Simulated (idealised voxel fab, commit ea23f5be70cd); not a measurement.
process module | voxel self aligned vias
cross-section cut | 235 nm wide | cells 5 nm
A cross-section is a grid of square cells, given in bands from the top down. A band is one or more rows of cells.
Each band's line starts with the height of the band's top and of its bottom, in nm. Then come its materials from left to right, each with its width in nm. One material with "throughout" fills the band from edge to edge. "air" is empty space.
Height 0 is the level under which the wafer as received is all one material. The lowest band goes on downwards, as in "0 down".
A width such as "30 to 40" changes by the same amount from each row of cells to the next, from the band's top row to its bottom row.
"no change" after a step means that no cell of the cross-section changed.
closed voids: empty space of 8 cells or more with no open way to the top, each as width x height at its distance from the left edge, in nm
after a step's settings: what the simulator itself notes on the step
overlay nm, on a step with a mask: how far to the right of its planned place the mask lay; to the left if negative
plan
1 op RECEIVE | material Si
2 op CONFORMAL_DEP | material SiO2 | thk nm 10
3 op CONFORMAL_DEP | material SiCN | thk nm 5
4 op DIRECTIONAL_DEP | material lowk | thk nm 30
5 op DIRECTIONAL_DEP | material aC | thk nm 10
6 op PATTERN | tone open | mask id LINES | material resist | width nm 20 | pitch nm 45 | thk nm 25 | overlay nm 0
7 op DIRECTIONAL_ETCH | etch materials aC | depth nm 10
8 op STRIP | etch materials resist
9 op DIRECTIONAL_ETCH | etch materials lowk | depth nm 30
10 op STRIP | etch materials aC
11 op CONFORMAL_DEP | material TiN | thk nm 5
12 op FILL_DEP | material W | thk nm 5
13 op CMP | height nm 45
14 op SELECTIVE_ETCH | etch materials W Ru TiN | depth nm 10
15 op FILL_DEP | material SiN | thk nm 10
16 op CMP | height nm 45
17 op DIRECTIONAL_DEP | material lowk | thk nm 20
18 op MASKED_ETCH | tone open | mask id VIAS | width nm 30 | etch materials lowk | depth nm 20 | overlay nm 0
19 op MASKED_ETCH | tone open | mask id VIAS | width nm 30 | etch materials SiN | depth nm 10 | overlay nm 0
20 op CONFORMAL_DEP | material TiN | thk nm 5
21 op FILL_DEP | material Cu | thk nm 5
22 op CMP | height nm 65
23 op CONFORMAL_DEP | material SiCN | thk nm 5
first wafer, as planned
as received, after step 1
  0 down: Si throughout
  closed voids: none
after step 2
  10 to 0: SiO2 throughout
  below 0: unchanged
after step 3
  15 to 10: SiCN throughout
  below 10: unchanged
after step 4
  45 to 15: lowk throughout
  below 15: unchanged
after step 5
  55 to 45: aC throughout
  below 45: unchanged
after step 6
  80 to 55: resist 85 | air 20 | resist 25 | air 20 | resist 85
  below 55: unchanged
after step 7
  70 to 55: resist 85 | air 20 | resist 25 | air 20 | resist 85
  55 to 45: aC 85 | air 20 | aC 25 | air 20 | aC 85
  below 45: unchanged
after step 8
  55 to 45: aC 85 | air 20 | aC 25 | air 20 | aC 85
  below 45: unchanged
after step 9
  55 to 45: aC 85 | air 20 | aC 25 | air 20 | aC 85
  45 to 15: lowk 85 | air 20 | lowk 25 | air 20 | lowk 85
  below 15: unchanged
after step 10
  45 to 15: lowk 85 | air 20 | lowk 25 | air 20 | lowk 85
  below 15: unchanged
after step 11
  50 to 45: TiN 90 | air 10 | TiN 35 | air 10 | TiN 90
  45 to 20: lowk 85 | TiN 5 | air 10 | TiN 5 | lowk 25 | TiN 5 | air 10 | TiN 5 | lowk 85
  20 to 15: lowk 85 | TiN 20 | lowk 25 | TiN 20 | lowk 85
  below 15: unchanged
after step 12
  55 to 50: W throughout
  50 to 45: TiN 90 | W 10 | TiN 35 | W 10 | TiN 90
  45 to 20: lowk 85 | TiN 5 | W 10 | TiN 5 | lowk 25 | TiN 5 | W 10 | TiN 5 | lowk 85
  below 20: unchanged
after step 13
  45 to 20: lowk 85 | TiN 5 | W 10 | TiN 5 | lowk 25 | TiN 5 | W 10 | TiN 5 | lowk 85
  below 20: unchanged
after step 14
  45 to 35: lowk 85 | air 20 | lowk 25 | air 20 | lowk 85
  below 35: unchanged
after step 15
  55 to 45: SiN throughout
  45 to 35: lowk 85 | SiN 20 | lowk 25 | SiN 20 | lowk 85
  below 35: unchanged
after step 16
  45 to 35: lowk 85 | SiN 20 | lowk 25 | SiN 20 | lowk 85
  below 35: unchanged
after step 17
  65 to 45: lowk throughout
  below 45: unchanged
after step 18
  65 to 45: lowk 80 | air 30 | lowk 125
  below 45: unchanged
after step 19
  65 to 45: lowk 80 | air 30 | lowk 125
  45 to 35: lowk 85 | air 20 | lowk 25 | SiN 20 | lowk 85
  below 35: unchanged
after step 20
  70 to 65: TiN 85 | air 20 | TiN 130
  65 to 50: lowk 80 | TiN 5 | air 20 | TiN 5 | lowk 125
  50 to 45: lowk 80 | TiN 10 | air 10 | TiN 10 | lowk 125
  45 to 40: lowk 85 | TiN 5 | air 10 | TiN 5 | lowk 25 | SiN 20 | lowk 85
  40 to 35: lowk 85 | TiN 20 | lowk 25 | SiN 20 | lowk 85
  below 35: unchanged
after step 21
  75 to 70: Cu throughout
  70 to 65: TiN 85 | Cu 20 | TiN 130
  65 to 50: lowk 80 | TiN 5 | Cu 20 | TiN 5 | lowk 125
  50 to 45: lowk 80 | TiN 10 | Cu 10 | TiN 10 | lowk 125
  45 to 40: lowk 85 | TiN 5 | Cu 10 | TiN 5 | lowk 25 | SiN 20 | lowk 85
  below 40: unchanged
after step 22
  65 to 50: lowk 80 | TiN 5 | Cu 20 | TiN 5 | lowk 125
  below 50: unchanged
after step 23
  70 to 65: SiCN throughout
  below 65: unchanged
second wafer: like start, like plan, one mistake. Through step 16 it matches the first wafer
when step 17 should have ended
  45 to 35: lowk 80 | air 5 | SiN 20 | air 5 | lowk 20 | SiN 20 | lowk 85
  35 to 25: lowk 80 | air 5 | TiN 5 | W 10 | TiN 5 | air 5 | lowk 20 | TiN 5 | W 10 | TiN 5 | lowk 85
  below 25: unchanged
when step 18 should have ended
  65 to 45: lowk 80 | air 5 | lowk 20 | air 5 | lowk 125
  45 to 35: lowk 85 | SiN 20 | lowk 25 | SiN 20 | lowk 85
  35 to 20: lowk 85 | TiN 5 | W 10 | TiN 5 | lowk 25 | TiN 5 | W 10 | TiN 5 | lowk 85
  below 20: unchanged
when step 19 should have ended: no change
when step 20 should have ended
  70 to 65: TiN throughout
  65 to 45: lowk 80 | TiN 5 | lowk 20 | TiN 5 | lowk 125
  below 45: unchanged
when step 21 should have ended
  75 to 70: Cu throughout
  below 70: unchanged
when step 22 should have ended
  65 to 45: lowk 80 | TiN 5 | lowk 20 | TiN 5 | lowk 125
  below 45: unchanged
when step 23 should have ended
  70 to 65: SiCN throughout
  below 65: unchanged
what went wrong: steps 17 and 18 were swapped
at the end the second wafer has, in cells: 16 fewer of Cu | 8 more of SiN | 8 fewer of TiN | 16 more of lowk
